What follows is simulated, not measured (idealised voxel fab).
process module | voxel ribs on slabs
cross-section cut | 240 nm wide | cells 5 nm
A cross-section is a grid of square cells, given in bands from the top down. A band is one or more rows of cells.
Each band's line starts with the height of the band's top and of its bottom, in nm. Then come its materials from left to right, each with its width in nm. One material with "throughout" fills the band from edge to edge. "air" is empty space.
Height 0 is the level under which the wafer as received is all one material. The lowest band goes on downwards, as in "0 down".
A width such as "30 to 40" changes by the same amount from each row of cells to the next, from the band's top row to its bottom row.
"no change" after a step means that no cell of the cross-section changed.
closed voids: empty space of 8 cells or more with no open way to the top, each as width x height at its distance from the left edge, in nm
after a step's settings: what the simulator itself notes on the step
overlay nm, on a step with a mask: how far to the right of its planned place the mask lay; to the left if negative
plan
1 op RECEIVE | material Si
2 op DIRECTIONAL_DEP | material SiO2 | thk nm 30
3 op DIRECTIONAL_DEP | material SiN | thk nm 25
4 op DIRECTIONAL_DEP | material aC | thk nm 10
5 op PATTERN | tone cover | mask id RIB | material resist | width nm 15 | thk nm 25 | overlay nm 0
6 op DIRECTIONAL_ETCH | etch materials aC | depth nm 10
7 op STRIP | etch materials resist
8 op DIRECTIONAL_ETCH | etch materials SiN | depth nm 15
9 op STRIP | etch materials aC
10 op DIRECTIONAL_DEP | material aC | thk nm 15
11 op PATTERN | tone cover | mask id SLAB | material resist | width nm 45 | thk nm 35 | overlay nm 0
12 op DIRECTIONAL_ETCH | etch materials aC | depth nm 15
13 op STRIP | etch materials resist
14 op DIRECTIONAL_ETCH | etch materials SiN | depth nm 10
15 op STRIP | etch materials aC
16 op FILL_DEP | material SiO2 | thk nm 20
17 op CMP | height nm 65
18 op DIRECTIONAL_DEP | material W | thk nm 10
19 op DIRECTIONAL_DEP | material aC | thk nm 15
20 op PATTERN | tone cover | mask id HEATER | material resist | width nm 25 | thk nm 30 | overlay nm 0
21 op DIRECTIONAL_ETCH | etch materials aC | depth nm 15
22 op STRIP | etch materials resist
23 op DIRECTIONAL_ETCH | etch materials W | depth nm 10
24 op STRIP | etch materials aC
25 op CONFORMAL_DEP | material SiN | thk nm 5
as received, after step 1
  0 down: Si throughout
  closed voids: none
first wafer at the end, as planned
  80 to 75: air 100 | SiN 35 | air 105
  75 to 70: air 100 | SiN 5 | W 25 | SiN 5 | air 105
  70 to 65: SiN 105 | W 25 | SiN 110
  65 to 55: SiO2 throughout
  55 to 40: SiO2 110 | SiN 15 | SiO2 115
  40 to 30: SiO2 95 | SiN 45 | SiO2 100
  30 to 0: SiO2 throughout
  0 down: Si throughout
  closed voids: none
second wafer at the end: like start, like plan, one mistake
  80 to 75: air 100 | SiN 35 | air 105
  75 to 70: air 100 | SiN 5 | W 25 | SiN 5 | air 105
  70 to 65: SiN 105 | W 25 | SiN 110
  65 to 55: SiO2 throughout
  55 to 45: SiO2 95 | SiN 15 | SiO2 15 | SiN 15 | SiO2 100
  45 to 40: SiN 110 | SiO2 15 | SiN 115
  40 to 30: SiN throughout
  30 to 0: SiO2 throughout
  0 down: Si throughout
  closed voids: none
what went wrong: step 5 ran as: op PATTERN | tone open | mask id RIB | material resist | width nm 15 | thk nm 25 | overlay nm 0
at the end the second wafer has, in cells: 126 more of SiN | 126 fewer of SiO2
